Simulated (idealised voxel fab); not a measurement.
This is a process module. Its name is voxel capacitor over wiring.
The cross-section on display is named cut; it measures 295 nm wide, and its cells are 5 nm squares.
Cross-section, as written here: a square-cell grid given band by band from the top down, where a band holds one or more rows of cells.
A band entry consists of two parts. The first gives the height of the band's top and the height of its bottom, in nm. The rest lists the band's materials from left to right, each with its width in nm. A single material labelled with the word "all across" fills the band from edge to edge, and the word "blank" marks empty space.
Height reference: 0 = level under which incoming wafer is all one material. Lowest band: no bottom, runs on downward, e.g. "0..down".
When a width is written as two numbers, as in "30..40", the first number is the width in the top row of cells of the band and the second is the width in its bottom row, and the width changes by the same amount from each row to the next.
Any step labelled "left unchanged" changed none of the cells in the cross-section.
In "Enclosed void inventory" the enclosed voids are listed, meaning empty spaces of 8 cells or larger without any opening to the top. The form is width x height at distance, distance from the left edge, units nm.
If you see something after the settings on a step's line, that's the simulator's own remark about that step.
A step line may carry the setting "overlay nm", which, for steps involving a mask, states the distance by which the mask lay to the right of its intended position; negative values denote displacement to the left.
Note on reading: below, each pair holds a cross-section from before one process step and one from after it; the one from after shows only down to the lowest band that changed. Beneath the pair, the step in between is stated along with its settings. The pairs can stem from different runs of this module on the same starting wafer. Where a pair's entry headed "Structure before processing" says so, and only there, that pair continues from the pair above it.

STRUCTURE BEFORE PROCESSING
- 55..40  lowk all across
- 40..35  SiCN all across
- 35..20  W: 85 | SiCN: 5 | SiO2: 15 | SiCN: 5 | W: 70 | SiCN: 5 | SiO2: 15 | SiCN: 5 | W: 90
- 20..15  TiN: 85 | SiCN: 25 | TiN: 70 | SiCN: 25 | TiN: 90
- 15..0  SiO2 all across
- 0..down  Si all across
- Enclosed void inventory: none

AFTER
- 55..40  lowk: 95 | blank: 15 | lowk: 185
- Rest of section, below 40: as before.
- Enclosed void inventory: none
The process step bridging the two cross-sections above: MASKED_ETCH, tone open, mask id PLUG_1, width nm 15, etch materials lowk, depth nm 15, overlay nm 0

Structure before processing: the state before this step is the cross-section shown after the step in the pair just above.

AFTER
- 55..40  lowk: 95 | blank: 15 | lowk: 185
- 40..35  SiCN: 95 | blank: 15 | SiCN: 185
- Rest of section, below 35: as before.
- Enclosed void inventory: none
The process step bridging the two cross-sections above: MASKED_ETCH, tone open, mask id PLUG_1, width nm 15, etch materials SiCN, depth nm 5, overlay nm 0

Structure before processing: the state before this step is the cross-section shown after the step in the pair just above.

AFTER
- 60..55  TiN: 100 | blank: 5 | TiN: 190
- 55..40  lowk: 95 | TiN: 5 | blank: 5 | TiN: 5 | lowk: 185
- 40..35  SiCN: 95 | TiN: 15 | SiCN: 185
- Rest of section, below 35: as before.
- Enclosed void inventory: none
The process step bridging the two cross-sections above: CONFORMAL_DEP, material TiN, thk nm 5

Structure before processing: the state before this step is the cross-section shown after the step in the pair just above.

AFTER
- 65..60  Ru all across
- 60..55  TiN: 100 | Ru: 5 | TiN: 190
- 55..40  lowk: 95 | TiN: 5 | Ru: 5 | TiN: 5 | lowk: 185
- Rest of section, below 40: as before.
- Enclosed void inventory: none
The process step bridging the two cross-sections above: FILL_DEP, material Ru, thk nm 5

Structure before processing: the state before this step is the cross-section shown after the step in the pair just above.

AFTER
- 55..40  lowk: 95 | TiN: 5 | Ru: 5 | TiN: 5 | lowk: 185
- Rest of section, below 40: as before.
- Enclosed void inventory: none
The process step bridging the two cross-sections above: CMP, height nm 55

Structure before processing: the state before this step is the cross-section shown after the step in the pair just above.

AFTER
- 60..55  TiN all across
- Rest of section, below 55: as before.
- Enclosed void inventory: none
The process step bridging the two cross-sections above: DIRECTIONAL_DEP, material TiN, thk nm 5

Structure before processing: the state before this step is the cross-section shown after the step in the pair just above.

AFTER
- 65..60  Al2O3 all across
- Rest of section, below 60: as before.
- Enclosed void inventory: none
The process step bridging the two cross-sections above: DIRECTIONAL_DEP, material Al2O3, thk nm 5

Structure before processing: the state before this step is the cross-section shown after the step in the pair just above.

AFTER
- 70..65  TiN all across
- Rest of section, below 65: as before.
- Enclosed void inventory: none
The process step bridging the two cross-sections above: DIRECTIONAL_DEP, material TiN, thk nm 5

Structure before processing: the state before this step is the cross-section shown after the step in the pair just above.

AFTER
- 85..70  aC all across
- Rest of section, below 70: as before.
- Enclosed void inventory: none
The process step bridging the two cross-sections above: DIRECTIONAL_DEP, material aC, thk nm 15

Structure before processing: the state before this step is the cross-section shown after the step in the pair just above.

AFTER
- 120..85  blank: 95 | resist: 75 | blank: 125
- Rest of section, below 85: as before.
- Enclosed void inventory: none
The process step bridging the two cross-sections above: PATTERN, tone cover, mask id UPPER_PLATE, material resist, width nm 75, thk nm 35, overlay nm 0

Structure before processing: the state before this step is the cross-section shown after the step in the pair just above.

AFTER
- 105..85  blank: 95 | resist: 75 | blank: 125
- 85..70  blank: 95 | aC: 75 | blank: 125
- Rest of section, below 70: as before.
- Enclosed void inventory: none
The process step bridging the two cross-sections above: DIRECTIONAL_ETCH, etch materials aC, depth nm 15

Structure before processing: the state before this step is the cross-section shown after the step in the pair just above.

AFTER
- 85..70  blank: 95 | aC: 75 | blank: 125
- Rest of section, below 70: as before.
- Enclosed void inventory: none
The process step bridging the two cross-sections above: STRIP, etch materials resist

Structure before processing: the state before this step is the cross-section shown after the step in the pair just above.

AFTER
- 85..70  blank: 95 | aC: 75 | blank: 125
- 70..65  blank: 95 | TiN: 75 | blank: 125
- Rest of section, below 65: as before.
- Enclosed void inventory: none
The process step bridging the two cross-sections above: DIRECTIONAL_ETCH, etch materials TiN, depth nm 5

Structure before processing: the state before this step is the cross-section shown after the step in the pair just above.

AFTER
- 85..70  blank: 95 | aC: 75 | blank: 125
- 70..65  blank: 95 | TiN: 75 | blank: 125
- 65..60  blank: 95 | Al2O3: 75 | blank: 125
- Rest of section, below 60: as before.
- Enclosed void inventory: none
The process step bridging the two cross-sections above: DIRECTIONAL_ETCH, etch materials Al2O3, depth nm 5

Structure before processing: the state before this step is the cross-section shown after the step in the pair just above.

AFTER
- 70..65  blank: 95 | TiN: 75 | blank: 125
- Rest of section, below 65: as before.
- Enclosed void inventory: none
The process step bridging the two cross-sections above: STRIP, etch materials aC

Structure before processing: the state before this step is the cross-section shown after the step in the pair just above.

AFTER
- 80..70  blank: 95 | aC: 75 | blank: 125
- 70..65  aC: 95 | TiN: 75 | aC: 125
- 65..60  aC: 95 | Al2O3: 75 | aC: 125
- Rest of section, below 60: as before.
- Enclosed void inventory: none
The process step bridging the two cross-sections above: DIRECTIONAL_DEP, material aC, thk nm 10

Structure before processing: the state before this step is the cross-section shown after the step in the pair just above.

AFTER
- 105..80  blank: 90 | resist: 85 | blank: 120
- 80..70  blank: 90 | resist: 5 | aC: 75 | resist: 5 | blank: 120
- Rest of section, below 70: as before.
- Enclosed void inventory: none
The process step bridging the two cross-sections above: PATTERN, tone cover, mask id LOWER_PLATE, material resist, width nm 85, thk nm 25, overlay nm 0

Structure before processing: the state before this step is the cross-section shown after the step in the pair just above.

AFTER
- 95..80  blank: 90 | resist: 85 | blank: 120
- 80..70  blank: 90 | resist: 5 | aC: 75 | resist: 5 | blank: 120
- 70..65  blank: 90 | aC: 5 | TiN: 75 | aC: 5 | blank: 120
- 65..60  blank: 90 | aC: 5 | Al2O3: 75 | aC: 5 | blank: 120
- Rest of section, below 60: as before.
- Enclosed void inventory: none
The process step bridging the two cross-sections above: DIRECTIONAL_ETCH, etch materials aC, depth nm 10

Structure before processing: the state before this step is the cross-section shown after the step in the pair just above.

AFTER
- 80..70  blank: 95 | aC: 75 | blank: 125
- Rest of section, below 70: as before.
- Enclosed void inventory: none
The process step bridging the two cross-sections above: STRIP, etch materials resist

Structure before processing: the state before this step is the cross-section shown after the step in the pair just above.

AFTER
- 80..70  blank: 95 | aC: 75 | blank: 125
- 70..65  blank: 90 | aC: 5 | TiN: 75 | aC: 5 | blank: 120
- 65..60  blank: 90 | aC: 5 | Al2O3: 75 | aC: 5 | blank: 120
- 60..55  blank: 90 | TiN: 85 | blank: 120
- Rest of section, below 55: as before.
- Enclosed void inventory: none
The process step bridging the two cross-sections above: DIRECTIONAL_ETCH, etch materials TiN, depth nm 5

Structure before processing: the state before this step is the cross-section shown after the step in the pair just above.

AFTER
- 70..65  blank: 95 | TiN: 75 | blank: 125
- 65..60  blank: 95 | Al2O3: 75 | blank: 125
- Rest of section, below 60: as before.
- Enclosed void inventory: none
The process step bridging the two cross-sections above: STRIP, etch materials aC

Structure before processing: the state before this step is the cross-section shown after the step in the pair just above.

AFTER
- 90..70  SiO2 all across
- 70..65  SiO2: 95 | TiN: 75 | SiO2: 125
- 65..60  SiO2: 95 | Al2O3: 75 | SiO2: 125
- 60..55  SiO2: 90 | TiN: 85 | SiO2: 120
- Rest of section, below 55: as before.
- Enclosed void inventory: none
The process step bridging the two cross-sections above: FILL_DEP, material SiO2, thk nm 20

Structure before processing: the state before this step is the cross-section shown after the step in the pair just above.

AFTER
- 85..70  SiO2 all across
- Rest of section, below 70: as before.
- Enclosed void inventory: none
The process step bridging the two cross-sections above: CMP, height nm 85

Structure before processing: the state before this step is the cross-section shown after the step in the pair just above.

AFTER
- 105..85  resist: 105 | blank: 15 | resist: 175
- Rest of section, below 85: as before.
- Enclosed void inventory: none
The process step bridging the two cross-sections above: PATTERN, tone open, mask id PLUG_2, material resist, width nm 15, thk nm 20, overlay nm 0

Structure before processing: the state before this step is the cross-section shown after the step in the pair just above.

AFTER
- 105..85  resist: 105 | blank: 15 | resist: 175
- 85..70  SiO2: 105 | blank: 15 | SiO2: 175
- Rest of section, below 70: as before.
- Enclosed void inventory: none
The process step bridging the two cross-sections above: DIRECTIONAL_ETCH, etch materials SiO2, depth nm 15

Structure before processing: the state before this step is the cross-section shown after the step in the pair just above.

AFTER
- 85..70  SiO2: 105 | blank: 15 | SiO2: 175
- Rest of section, below 70: as before.
- Enclosed void inventory: none
The process step bridging the two cross-sections above: STRIP, etch materials resist

Structure before processing: the state before this step is the cross-section shown after the step in the pair just above.

AFTER
- 90..85  TiN: 110 | blank: 5 | TiN: 180
- 85..75  SiO2: 105 | TiN: 5 | blank: 5 | TiN: 5 | SiO2: 175
- 75..65  SiO2: 105..95 | TiN: 15..75 | SiO2: 175..125
- Rest of section, below 65: as before.
- Enclosed void inventory: none
The process step bridging the two cross-sections above: CONFORMAL_DEP, material TiN, thk nm 5

Structure before processing: the state before this step is the cross-section shown after the step in the pair just above.

AFTER
- 95..90  W all across
- 90..85  TiN: 110 | W: 5 | TiN: 180
- 85..75  SiO2: 105 | TiN: 5 | W: 5 | TiN: 5 | SiO2: 175
- Rest of section, below 75: as before.
- Enclosed void inventory: none
The process step bridging the two cross-sections above: FILL_DEP, material W, thk nm 5

Structure before processing: the state before this step is the cross-section shown after the step in the pair just above.

AFTER
- 85..75  SiO2: 105 | TiN: 5 | W: 5 | TiN: 5 | SiO2: 175
- Rest of section, below 75: as before.
- Enclosed void inventory: none
The process step bridging the two cross-sections above: CMP, height nm 85

Structure before processing: the state before this step is the cross-section shown after the step in the pair just above.

AFTER
- 90..85  SiN all across
- Rest of section, below 85: as before.
- Enclosed void inventory: none
The process step bridging the two cross-sections above: CONFORMAL_DEP, material SiN, thk nm 5
